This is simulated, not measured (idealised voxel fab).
The following process module bears the name voxel double patterning.
Cross-section cut: width 230 nm, square cells of 5 nm.
Each cross-section below is a grid of square cells, stated as bands in top-down order, with one or more rows of cells making up each band.
Band: top height; bottom height; in nm. Then, left to right: material with width in nm, for each material. "all across": a single material spanning edge to edge. "air": empty space.
Zero point of the height axis is 0; under it, received wafer = one material. Lowest band: continues down indefinitely, "0 down".
The expression "30..40" gives the width at the extremes of the band, the first number at its top row of cells and the second at its bottom row, with the width changing by equal amounts from each row to the next in between.
"remained unchanged" means the step left every cell of the cross-section as it was.
If an empty space has no open way to the top and is at least 8 cells in size, "Fully sealed voids" lists it, written width x height at distance, where distance is measured from the left edge and every value is in nm.
Read whatever lies past the settings on a step's line as the simulator's own remark about the step.
overlay nm: right-of-plan distance of the mask on a masked step; negative values mean left-of-plan.

[This section lists the process steps that were planned]
| 1 | RECEIVE | material Si |
| 2 | CONFORMAL_DEP | material SiO2 | thk nm 5 |
| 3 | DIRECTIONAL_DEP | material TiN | thk nm 10 |
| 4 | DIRECTIONAL_DEP | material SiN | thk nm 5 |
| 5 | MASKED_ETCH | tone open | mask id FIRST | width nm 15 | pitch nm 50 | etch materials SiN | depth nm 5 | overlay nm 0 |
| 6 | MASKED_ETCH | tone open | mask id SECOND | width nm 15 | etch materials SiN | depth nm 5 | overlay nm 0 |
| 7 | DIRECTIONAL_ETCH | etch materials TiN | depth nm 10 |
| 8 | STRIP | etch materials SiN |
Heads up: all these wafers start the same, and what changes between them is the width nm in step 6. The value you see in the plan is just what the first wafer got.

[first wafer as received, after step 1]
  0 down | Si all across
  Fully sealed voids: none

[Per wafer (row), end of module: delta in cells per material since receipt, (+) for gained, (-) for lost; closed voids after that]
width nm 15; +46 SiO2; +74 TiN; Fully sealed voids: none
width nm 20; +46 SiO2; +72 TiN; Fully sealed voids: none
width nm 25; +46 SiO2; +70 TiN; Fully sealed voids: none
width nm 30; +46 SiO2; +68 TiN; Fully sealed voids: none
